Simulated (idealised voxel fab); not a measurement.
process module | voxel transistor to metal
cross-section cut | 160 nm wide | cells 5 nm
A cross-section is a grid of square cells, given in bands from the top down. A band is one or more rows of cells.
Each band's line starts with the height of the band's top and of its bottom, in nm. Then come its materials from left to right, each with its width in nm. One material with "throughout" fills the band from edge to edge. "air" is empty space.
Height 0 is the level under which the wafer as received is all one material. The lowest band goes on downwards, as in "0 down".
A width such as "30 to 40" changes by the same amount from each row of cells to the next, from the band's top row to its bottom row.
"no change" after a step means that no cell of the cross-section changed.
closed voids: empty space of 8 cells or more with no open way to the top, each as width x height at its distance from the left edge, in nm
after a step's settings: what the simulator itself notes on the step
overlay nm, on a step with a mask: how far to the right of its planned place the mask lay; to the left if negative
plan
1 op RECEIVE | material Si
2 op OXIDIZE | depth nm 5
3 op CONFORMAL_DEP | material SiN | thk nm 10
4 op DIRECTIONAL_DEP | material aC | thk nm 15
5 op PATTERN | tone cover | mask id ACTIVE | material resist | width nm 115 | thk nm 35 | overlay nm 0
6 op DIRECTIONAL_ETCH | etch materials aC | depth nm 15
7 op STRIP | etch materials resist
8 op DIRECTIONAL_ETCH | etch materials SiN | depth nm 10
9 op DIRECTIONAL_ETCH | etch materials SiO2 | depth nm 5
10 op DIRECTIONAL_ETCH | etch materials Si | depth nm 30
11 op STRIP | etch materials aC
12 op OXIDIZE | depth nm 5
13 op FILL_DEP | material SiO2 | thk nm 10
14 op CMP | height nm 10
15 op SELECTIVE_ETCH | etch materials SiO2 | depth nm 5
16 op STRIP | etch materials SiN
17 op SELECTIVE_ETCH | etch materials SiO2 | depth nm 5
18 op OXIDIZE | depth nm 5
19 op DIRECTIONAL_DEP | material polySi | thk nm 20
20 op DIRECTIONAL_DEP | material SiCN | thk nm 10
21 op DIRECTIONAL_DEP | material aC | thk nm 15
22 op PATTERN | tone cover | mask id GATE | material resist | width nm 15 | thk nm 30 | overlay nm 0
23 op DIRECTIONAL_ETCH | etch materials aC | depth nm 15
24 op STRIP | etch materials resist
25 op DIRECTIONAL_ETCH | etch materials SiCN | depth nm 20
26 op DIRECTIONAL_ETCH | etch materials polySi | depth nm 30
27 op STRIP | etch materials aC
28 op CONFORMAL_DEP | material SiN | thk nm 10
29 op DIRECTIONAL_ETCH | etch materials SiN | depth nm 10
30 op DIRECTIONAL_ETCH | etch materials SiO2 | depth nm 5
31 op DIRECTIONAL_ETCH | etch materials Si | depth nm 5
32 op EPI | material nSi | thk nm 10
33 op FILL_DEP | material SiO2 | thk nm 5
34 op CMP | height nm 25
35 op DIRECTIONAL_DEP | material SiO2 | thk nm 15
36 op PATTERN | tone open | mask id CONTACT | material resist | width nm 35 | pitch nm 60 | thk nm 20 | overlay nm 0
37 op DIRECTIONAL_ETCH | etch materials SiO2 | depth nm 45
38 op STRIP | etch materials resist
39 op CONFORMAL_DEP | material TiN | thk nm 5
40 op FILL_DEP | material W | thk nm 5
41 op CMP | height nm 40
42 op CONFORMAL_DEP | material SiCN | thk nm 5
43 op DIRECTIONAL_DEP | material lowk | thk nm 15
44 op MASKED_ETCH | tone open | mask id METAL_1 | width nm 20 | pitch nm 75 | etch materials lowk | depth nm 15 | overlay nm 0
45 op MASKED_ETCH | tone open | mask id METAL_1 | width nm 20 | pitch nm 75 | etch materials SiCN | depth nm 5 | overlay nm 0
46 op CONFORMAL_DEP | material TiN | thk nm 5
47 op FILL_DEP | material Cu | thk nm 5
48 op CMP | height nm 60
49 op EPI | material Ru | thk nm 5
50 op FILL_DEP | material SiCN | thk nm 5
first wafer, as planned
as received, after step 1
  0 down: Si throughout
  closed voids: none
after step 2
  0 to -5: SiO2 throughout
  below -5: unchanged
after step 3
  10 to 0: SiN throughout
  below 0: unchanged
after step 4
  25 to 10: aC throughout
  below 10: unchanged
after step 5
  60 to 25: air 20 | resist 115 | air 25
  below 25: unchanged
after step 6
  45 to 25: air 20 | resist 115 | air 25
  25 to 10: air 20 | aC 115 | air 25
  below 10: unchanged
after step 7
  25 to 10: air 20 | aC 115 | air 25
  below 10: unchanged
after step 8
  25 to 10: air 20 | aC 115 | air 25
  10 to 0: air 20 | SiN 115 | air 25
  below 0: unchanged
after step 9
  25 to 10: air 20 | aC 115 | air 25
  10 to 0: air 20 | SiN 115 | air 25
  0 to -5: air 20 | SiO2 115 | air 25
  below -5: unchanged
after step 10
  25 to 10: air 20 | aC 115 | air 25
  10 to 0: air 20 | SiN 115 | air 25
  0 to -5: air 20 | SiO2 115 | air 25
  -5 to -35: air 20 | Si 115 | air 25
  below -35: unchanged
after step 11
  10 to 0: air 20 | SiN 115 | air 25
  below 0: unchanged
after step 12
  10 to 0: air 20 | SiN 115 | air 25
  0 to -5: air 20 | SiO2 115 | air 25
  -5 to -35: air 20 | SiO2 5 | Si 105 | SiO2 5 | air 25
  -35 to -40: SiO2 25 | Si 105 | SiO2 30
  below -40: unchanged
after step 13
  20 to 10: SiO2 throughout
  10 to 0: SiO2 20 | SiN 115 | SiO2 25
  0 to -5: SiO2 throughout
  -5 to -40: SiO2 25 | Si 105 | SiO2 30
  below -40: unchanged
after step 14
  10 to 0: SiO2 20 | SiN 115 | SiO2 25
  below 0: unchanged
after step 15
  10 to 5: air 20 | SiN 115 | air 25
  below 5: unchanged
after step 16
  5 to 0: SiO2 20 | air 115 | SiO2 25
  below 0: unchanged
after step 17
  0 to -5: SiO2 15 | air 125 | SiO2 20
  below -5: unchanged
after step 18
  0 to -5: SiO2 15 | air 125 | SiO2 20
  -5 to -10: SiO2 throughout
  below -10: unchanged
after step 19
  20 to 15: polySi 15 | air 125 | polySi 20
  15 to 0: polySi throughout
  0 to -5: SiO2 15 | polySi 125 | SiO2 20
  below -5: unchanged
after step 20
  30 to 25: SiCN 15 | air 125 | SiCN 20
  25 to 20: SiCN throughout
  20 to 15: polySi 15 | SiCN 125 | polySi 20
  below 15: unchanged
after step 21
  45 to 40: aC 15 | air 125 | aC 20
  40 to 30: aC throughout
  30 to 25: SiCN 15 | aC 125 | SiCN 20
  below 25: unchanged
after step 22
  75 to 45: air 70 | resist 15 | air 75
  45 to 40: aC 15 | air 55 | resist 15 | air 55 | aC 20
  below 40: unchanged
after step 23
  60 to 40: air 70 | resist 15 | air 75
  40 to 30: air 70 | aC 15 | air 75
  30 to 25: SiCN 15 | air 55 | aC 15 | air 55 | SiCN 20
  below 25: unchanged
after step 24
  40 to 30: air 70 | aC 15 | air 75
  below 30: unchanged
after step 25
  40 to 25: air 70 | aC 15 | air 75
  25 to 20: air 70 | SiCN 15 | air 75
  20 to 15: polySi 15 | air 55 | SiCN 15 | air 55 | polySi 20
  below 15: unchanged
after step 26
  40 to 25: air 70 | aC 15 | air 75
  25 to 15: air 70 | SiCN 15 | air 75
  15 to 0: air 70 | polySi 15 | air 75
  0 to -5: SiO2 15 | air 55 | polySi 15 | air 55 | SiO2 20
  below -5: unchanged
after step 27
  25 to 15: air 70 | SiCN 15 | air 75
  below 15: unchanged
after step 28
  35 to 25: air 60 | SiN 35 | air 65
  25 to 15: air 60 | SiN 10 | SiCN 15 | SiN 10 | air 65
  15 to 10: air 60 | SiN 10 | polySi 15 | SiN 10 | air 65
  10 to 5: SiN 25 | air 35 | SiN 10 | polySi 15 | SiN 10 | air 35 | SiN 30
  5 to 0: SiN 70 | polySi 15 | SiN 75
  0 to -5: SiO2 15 | SiN 55 | polySi 15 | SiN 55 | SiO2 20
  below -5: unchanged
after step 29
  25 to 15: air 60 | SiN 10 | SiCN 15 | SiN 10 | air 65
  15 to 0: air 60 | SiN 10 | polySi 15 | SiN 10 | air 65
  0 to -5: SiO2 15 | SiN 10 | air 35 | SiN 10 | polySi 15 | SiN 10 | air 35 | SiN 10 | SiO2 20
  below -5: unchanged
after step 30
  25 to 15: air 60 | SiN 10 | SiCN 15 | SiN 10 | air 65
  15 to 0: air 60 | SiN 10 | polySi 15 | SiN 10 | air 65
  0 to -5: air 15 | SiN 10 | air 35 | SiN 10 | polySi 15 | SiN 10 | air 35 | SiN 10 | air 20
  -5 to -10: SiO2 25 | air 35 | SiO2 35 | air 35 | SiO2 30
  below -10: unchanged
after step 31
  25 to 15: air 60 | SiN 10 | SiCN 15 | SiN 10 | air 65
  15 to 0: air 60 | SiN 10 | polySi 15 | SiN 10 | air 65
  0 to -5: air 15 | SiN 10 | air 35 | SiN 10 | polySi 15 | SiN 10 | air 35 | SiN 10 | air 20
  -5 to -10: SiO2 25 | air 35 | SiO2 35 | air 35 | SiO2 30
  -10 to -15: SiO2 25 | air 35 | Si 35 | air 35 | SiO2 30
  below -15: unchanged
after step 32
  25 to 15: air 60 | SiN 10 | SiCN 15 | SiN 10 | air 65
  15 to 0: air 60 | SiN 10 | polySi 15 | SiN 10 | air 65
  0 to -5: air 15 | SiN 10 | air 25 | nSi 10 | SiN 10 | polySi 15 | SiN 10 | nSi 10 | air 25 | SiN 10 | air 20
  -5 to -10: SiO2 25 | nSi 35 | SiO2 35 | nSi 35 | SiO2 30
  -10 to -15: SiO2 25 | nSi 35 | Si 35 | nSi 35 | SiO2 30
  below -15: unchanged
after step 33
  30 to 25: SiO2 throughout
  25 to 15: SiO2 60 | SiN 10 | SiCN 15 | SiN 10 | SiO2 65
  15 to 0: SiO2 60 | SiN 10 | polySi 15 | SiN 10 | SiO2 65
  0 to -5: SiO2 15 | SiN 10 | SiO2 25 | nSi 10 | SiN 10 | polySi 15 | SiN 10 | nSi 10 | SiO2 25 | SiN 10 | SiO2 20
  below -5: unchanged
after step 34
  25 to 15: SiO2 60 | SiN 10 | SiCN 15 | SiN 10 | SiO2 65
  below 15: unchanged
after step 35
  40 to 25: SiO2 throughout
  below 25: unchanged
after step 36
  60 to 40: resist 30 | air 35 | resist 25 | air 35 | resist 35
  below 40: unchanged
after step 37
  60 to 40: resist 30 | air 35 | resist 25 | air 35 | resist 35
  40 to 25: SiO2 30 | air 35 | SiO2 25 | air 35 | SiO2 35
  25 to 15: SiO2 30 | air 30 | SiN 10 | SiCN 15 | SiN 10 | air 30 | SiO2 35
  15 to 0: SiO2 30 | air 30 | SiN 10 | polySi 15 | SiN 10 | air 30 | SiO2 35
  0 to -5: SiO2 15 | SiN 10 | SiO2 5 | air 20 | nSi 10 | SiN 10 | polySi 15 | SiN 10 | nSi 10 | air 20 | SiO2 5 | SiN 10 | SiO2 20
  below -5: unchanged
after step 38
  40 to 25: SiO2 30 | air 35 | SiO2 25 | air 35 | SiO2 35
  below 25: unchanged
after step 39
  45 to 40: TiN 35 | air 25 | TiN 35 | air 25 | TiN 40
  40 to 30: SiO2 30 | TiN 5 | air 25 | TiN 5 | SiO2 25 | TiN 5 | air 25 | TiN 5 | SiO2 35
  30 to 25: SiO2 30 | TiN 5 | air 20 | TiN 10 | SiO2 25 | TiN 10 | air 20 | TiN 5 | SiO2 35
  25 to 15: SiO2 30 | TiN 5 | air 20 | TiN 5 | SiN 10 | SiCN 15 | SiN 10 | TiN 5 | air 20 | TiN 5 | SiO2 35
  15 to 5: SiO2 30 | TiN 5 | air 20 | TiN 5 | SiN 10 | polySi 15 | SiN 10 | TiN 5 | air 20 | TiN 5 | SiO2 35
  5 to 0: SiO2 30 | TiN 5 | air 10 | TiN 15 | SiN 10 | polySi 15 | SiN 10 | TiN 15 | air 10 | TiN 5 | SiO2 35
  0 to -5: SiO2 15 | SiN 10 | SiO2 5 | TiN 20 | nSi 10 | SiN 10 | polySi 15 | SiN 10 | nSi 10 | TiN 20 | SiO2 5 | SiN 10 | SiO2 20
  below -5: unchanged
after step 40
  50 to 45: W throughout
  45 to 40: TiN 35 | W 25 | TiN 35 | W 25 | TiN 40
  40 to 30: SiO2 30 | TiN 5 | W 25 | TiN 5 | SiO2 25 | TiN 5 | W 25 | TiN 5 | SiO2 35
  30 to 25: SiO2 30 | TiN 5 | W 20 | TiN 10 | SiO2 25 | TiN 10 | W 20 | TiN 5 | SiO2 35
  25 to 15: SiO2 30 | TiN 5 | W 20 | TiN 5 | SiN 10 | SiCN 15 | SiN 10 | TiN 5 | W 20 | TiN 5 | SiO2 35
  15 to 5: SiO2 30 | TiN 5 | W 20 | TiN 5 | SiN 10 | polySi 15 | SiN 10 | TiN 5 | W 20 | TiN 5 | SiO2 35
  5 to 0: SiO2 30 | TiN 5 | W 10 | TiN 15 | SiN 10 | polySi 15 | SiN 10 | TiN 15 | W 10 | TiN 5 | SiO2 35
  below 0: unchanged
after step 41
  40 to 30: SiO2 30 | TiN 5 | W 25 | TiN 5 | SiO2 25 | TiN 5 | W 25 | TiN 5 | SiO2 35
  below 30: unchanged
after step 42
  45 to 40: SiCN throughout
  below 40: unchanged
after step 43
  60 to 45: lowk throughout
  below 45: unchanged
after step 44
  60 to 45: lowk 30 | air 20 | lowk 55 | air 20 | lowk 35
  below 45: unchanged
after step 45
  60 to 45: lowk 30 | air 20 | lowk 55 | air 20 | lowk 35
  45 to 40: SiCN 30 | air 20 | SiCN 55 | air 20 | SiCN 35
  below 40: unchanged
after step 46
  65 to 60: TiN 35 | air 10 | TiN 65 | air 10 | TiN 40
  60 to 45: lowk 30 | TiN 5 | air 10 | TiN 5 | lowk 55 | TiN 5 | air 10 | TiN 5 | lowk 35
  45 to 40: SiCN 30 | TiN 20 | SiCN 55 | TiN 20 | SiCN 35
  below 40: unchanged
after step 47
  70 to 65: Cu throughout
  65 to 60: TiN 35 | Cu 10 | TiN 65 | Cu 10 | TiN 40
  60 to 45: lowk 30 | TiN 5 | Cu 10 | TiN 5 | lowk 55 | TiN 5 | Cu 10 | TiN 5 | lowk 35
  below 45: unchanged
after step 48
  60 to 45: lowk 30 | TiN 5 | Cu 10 | TiN 5 | lowk 55 | TiN 5 | Cu 10 | TiN 5 | lowk 35
  below 45: unchanged
after step 49
  65 to 60: air 25 | Ru 30 | air 45 | Ru 30 | air 30
  below 60: unchanged
after step 50
  70 to 65: SiCN throughout
  65 to 60: SiCN 25 | Ru 30 | SiCN 45 | Ru 30 | SiCN 30
  below 60: unchanged
second wafer: like start, like plan, one mistake. Through step 34 it matches the first wafer
when step 35 should have ended
  55 to 25: SiO2 throughout
  below 25: unchanged
when step 36 should have ended
  75 to 55: resist 30 | air 35 | resist 25 | air 35 | resist 35
  below 55: unchanged
when step 37 should have ended
  75 to 55: resist 30 | air 35 | resist 25 | air 35 | resist 35
  55 to 25: SiO2 30 | air 35 | SiO2 25 | air 35 | SiO2 35
  25 to 15: SiO2 30 | air 30 | SiN 10 | SiCN 15 | SiN 10 | air 30 | SiO2 35
  15 to 10: SiO2 30 | air 30 | SiN 10 | polySi 15 | SiN 10 | air 30 | SiO2 35
  below 10: unchanged
when step 38 should have ended
  55 to 25: SiO2 30 | air 35 | SiO2 25 | air 35 | SiO2 35
  below 25: unchanged
when step 39 should have ended
  60 to 55: TiN 35 | air 25 | TiN 35 | air 25 | TiN 40
  55 to 30: SiO2 30 | TiN 5 | air 25 | TiN 5 | SiO2 25 | TiN 5 | air 25 | TiN 5 | SiO2 35
  30 to 25: SiO2 30 | TiN 5 | air 20 | TiN 10 | SiO2 25 | TiN 10 | air 20 | TiN 5 | SiO2 35
  25 to 15: SiO2 30 | TiN 5 | air 20 | TiN 5 | SiN 10 | SiCN 15 | SiN 10 | TiN 5 | air 20 | TiN 5 | SiO2 35
  15 to 10: SiO2 30 | TiN 30 | SiN 10 | polySi 15 | SiN 10 | TiN 30 | SiO2 35
  below 10: unchanged
when step 40 should have ended
  65 to 60: W throughout
  60 to 55: TiN 35 | W 25 | TiN 35 | W 25 | TiN 40
  55 to 30: SiO2 30 | TiN 5 | W 25 | TiN 5 | SiO2 25 | TiN 5 | W 25 | TiN 5 | SiO2 35
  30 to 25: SiO2 30 | TiN 5 | W 20 | TiN 10 | SiO2 25 | TiN 10 | W 20 | TiN 5 | SiO2 35
  25 to 15: SiO2 30 | TiN 5 | W 20 | TiN 5 | SiN 10 | SiCN 15 | SiN 10 | TiN 5 | W 20 | TiN 5 | SiO2 35
  below 15: unchanged
when step 41 should have ended
  40 to 30: SiO2 30 | TiN 5 | W 25 | TiN 5 | SiO2 25 | TiN 5 | W 25 | TiN 5 | SiO2 35
  below 30: unchanged
when step 42 should have ended
  45 to 40: SiCN throughout
  below 40: unchanged
when step 43 should have ended
  60 to 45: lowk throughout
  below 45: unchanged
when step 44 should have ended
  60 to 45: lowk 30 | air 20 | lowk 55 | air 20 | lowk 35
  below 45: unchanged
when step 45 should have ended
  60 to 45: lowk 30 | air 20 | lowk 55 | air 20 | lowk 35
  45 to 40: SiCN 30 | air 20 | SiCN 55 | air 20 | SiCN 35
  below 40: unchanged
when step 46 should have ended
  65 to 60: TiN 35 | air 10 | TiN 65 | air 10 | TiN 40
  60 to 45: lowk 30 | TiN 5 | air 10 | TiN 5 | lowk 55 | TiN 5 | air 10 | TiN 5 | lowk 35
  45 to 40: SiCN 30 | TiN 20 | SiCN 55 | TiN 20 | SiCN 35
  below 40: unchanged
when step 47 should have ended
  70 to 65: Cu throughout
  65 to 60: TiN 35 | Cu 10 | TiN 65 | Cu 10 | TiN 40
  60 to 45: lowk 30 | TiN 5 | Cu 10 | TiN 5 | lowk 55 | TiN 5 | Cu 10 | TiN 5 | lowk 35
  below 45: unchanged
when step 48 should have ended
  60 to 45: lowk 30 | TiN 5 | Cu 10 | TiN 5 | lowk 55 | TiN 5 | Cu 10 | TiN 5 | lowk 35
  below 45: unchanged
when step 49 should have ended
  65 to 60: air 25 | Ru 30 | air 45 | Ru 30 | air 30
  below 60: unchanged
when step 50 should have ended
  70 to 65: SiCN throughout
  65 to 60: SiCN 25 | Ru 30 | SiCN 45 | Ru 30 | SiCN 30
  below 60: unchanged
what went wrong: step 35 was run twice
at the end the second wafer has, in cells: 32 more of SiO2 | 12 fewer of TiN | 20 fewer of W
